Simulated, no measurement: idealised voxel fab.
Module name: voxel tone inversion (process module)
It is cross-section cut that appears here, measuring 240 nm in width, its square cells being 5 nm in size.
Heads up, the way a cross-section reads in here is a grid of square cells, handed over as bands from the top down, with every band being one or more rows of cells. Read a band's entry like this: the first values are the height of its top and the height of its bottom in nm, and what follows is the sequence of materials from left to right, each with its width in nm. Note that "empty" is empty space, and that a single material marked "full width" reaches across the band from edge to edge. Zero point of the height axis is 0; under it, received wafer = one material. Lowest band: continues down indefinitely, "0 -> down". Quick explanation for "30..40": the width changes in equal steps down the rows of cells, from the first number in the band's top row to the second number in its bottom row. "same as before" -> step changed no cross-section cell. Entry "Enclosed internal voids". Content: empty spaces with no open connection to the top, size 8 cells or greater. Each: width x height at distance. Distance: from left edge. Unit: nm. On each step's line, the part that comes after the settings is the simulator's own comment on the step. For masked steps, "overlay nm" on the step line gives how far right of plan the mask actually lay; a minus sign means it lay to the left.

-- Listed below are the process steps as planned
- 1: RECEIVE: material Si
- 2: CONFORMAL_DEP: material SiN, thk nm 5
- 3: DIRECTIONAL_DEP: material polySi, thk nm 20
- 4: PATTERN: tone cover, mask id POSTS, material resist, width nm 15, pitch nm 45, thk nm 25, overlay nm 0
- 5: DIRECTIONAL_ETCH: etch materials polySi, depth nm 20
- 6: STRIP: etch materials resist
- 7: FILL_DEP: material lowk, thk nm 10
- 8: CMP: height nm 25
- 9: STRIP: etch materials polySi
- 10: CONFORMAL_DEP: material TiN, thk nm 5
- 11: FILL_DEP: material Cu, thk nm 10
- 12: CMP: height nm 25
- 13: CONFORMAL_DEP: material SiCN, thk nm 5
It is noted that the wafers described herein are identical at the outset and are distinguished by the thk nm of step 10; the value stated in the plan corresponds to the first wafer.

-- Cross-sectional view of the first of several wafers in the as-received condition, corresponding to the state following step 1
* 0 -> down = Si full width
* Enclosed internal voids: none

-- wafer rows; end of module; cells per material since receipt: (+) gained, (-) lost; then closed voids
thk nm 5 | +12 Cu | +48 SiCN | +48 SiN | +36 TiN | +144 lowk | Enclosed internal voids: none
thk nm 10 | +48 SiCN | +48 SiN | +48 TiN | +144 lowk | Enclosed internal voids: none
thk nm 15 | +48 SiCN | +48 SiN | +48 TiN | +144 lowk | Enclosed internal voids: none
thk nm 20 | +48 SiCN | +48 SiN | +48 TiN | +144 lowk | Enclosed internal voids: none
